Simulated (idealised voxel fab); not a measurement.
This section sets out a process module, namely voxel ribs on slabs.
For reference, the cross-section in this document is cut, with width 285 nm and square cells of 5 nm.
How to read a cross-section here: the picture is a grid of square cells, written as bands going from the top down, and any band can span one or more rows of cells. The entry gives the band's vertical extent as a top height and a bottom height in nm, then its horizontal make-up as materials from left to right, each with a width in nm. "empty" stands for empty space; a single material marked "everywhere" fills the band edge to edge. The reference from which all heights are counted is 0, the level beneath which the as-received wafer is entirely one material; the lowest band, having no lower bound, proceeds downward and is written after the example "0 nm and below". Note: "30..40" means the width goes from the first number (top row of the band) to the second number (bottom row) in equal steps per row of cells. The designation "nothing altered", where it is given for a processing step, indicates that no cell of the cross-section was altered in the course of that step. Unvented voids: empty space of 8 cells or more with no open way to the top, each as width x height at its distance from the left edge, in nm. Whatever follows a step's settings on its line is a remark the simulator itself makes about that step. Among the settings permitted on a step's line is "overlay nm"; applied to a step with a mask, it specifies the extent to which the mask lay to the right of its planned position, whereas a negative figure signifies a position to the left.

**This section lists the process steps that were planned**
- 1: RECEIVE | material Si
- 2: DIRECTIONAL_DEP | material SiO2 | thk nm 20
- 3: DIRECTIONAL_DEP | material polySi | thk nm 25
- 4: DIRECTIONAL_DEP | material aC | thk nm 15
- 5: PATTERN | tone cover | mask id RIB | material resist | width nm 20 | thk nm 35 | overlay nm 0
- 6: DIRECTIONAL_ETCH | etch materials aC | depth nm 15
- 7: STRIP | etch materials resist
- 8: DIRECTIONAL_ETCH | etch materials polySi | depth nm 20
- 9: STRIP | etch materials aC
- 10: MASKED_ETCH | tone cover | mask id SLAB | width nm 60 | etch materials polySi | depth nm 5 | overlay nm 0
- 11: FILL_DEP | material SiO2 | thk nm 25
- 12: CMP | height nm 60
- 13: DIRECTIONAL_DEP | material W | thk nm 10
- 14: DIRECTIONAL_DEP | material aC | thk nm 15
- 15: PATTERN | tone cover | mask id HEATER | material resist | width nm 30 | thk nm 35 | overlay nm 0
- 16: DIRECTIONAL_ETCH | etch materials aC | depth nm 15
- 17: STRIP | etch materials resist
- 18: DIRECTIONAL_ETCH | etch materials W | depth nm 10
- 19: STRIP | etch materials aC
- 20: CONFORMAL_DEP | material SiO2 | thk nm 10

**Incoming wafer, cross-sectional view, post step 1**
    0 nm and below | Si everywhere
    Unvented voids: none

**The module was run from the start shown above using the plan shown above, but one mistake was made doing it; the resulting wafer cross-section is below**
    80 nm to 70 nm | empty (115), then SiO2 (50), then empty (120)
    70 nm to 60 nm | SiO2 (125), then W (30), then SiO2 (130)
    60 nm to 40 nm | SiO2 everywhere
    40 nm to 35 nm | SiO2 (110), then polySi (60), then SiO2 (115)
    35 nm to 20 nm | aC everywhere
    20 nm to 0 nm | SiO2 everywhere
    0 nm and below | Si everywhere
    Unvented voids: none
It is concluded that the wafer was processed incorrectly with respect to the plan, in that deviation from plan: step 4 and step 3 executed in one another's positions
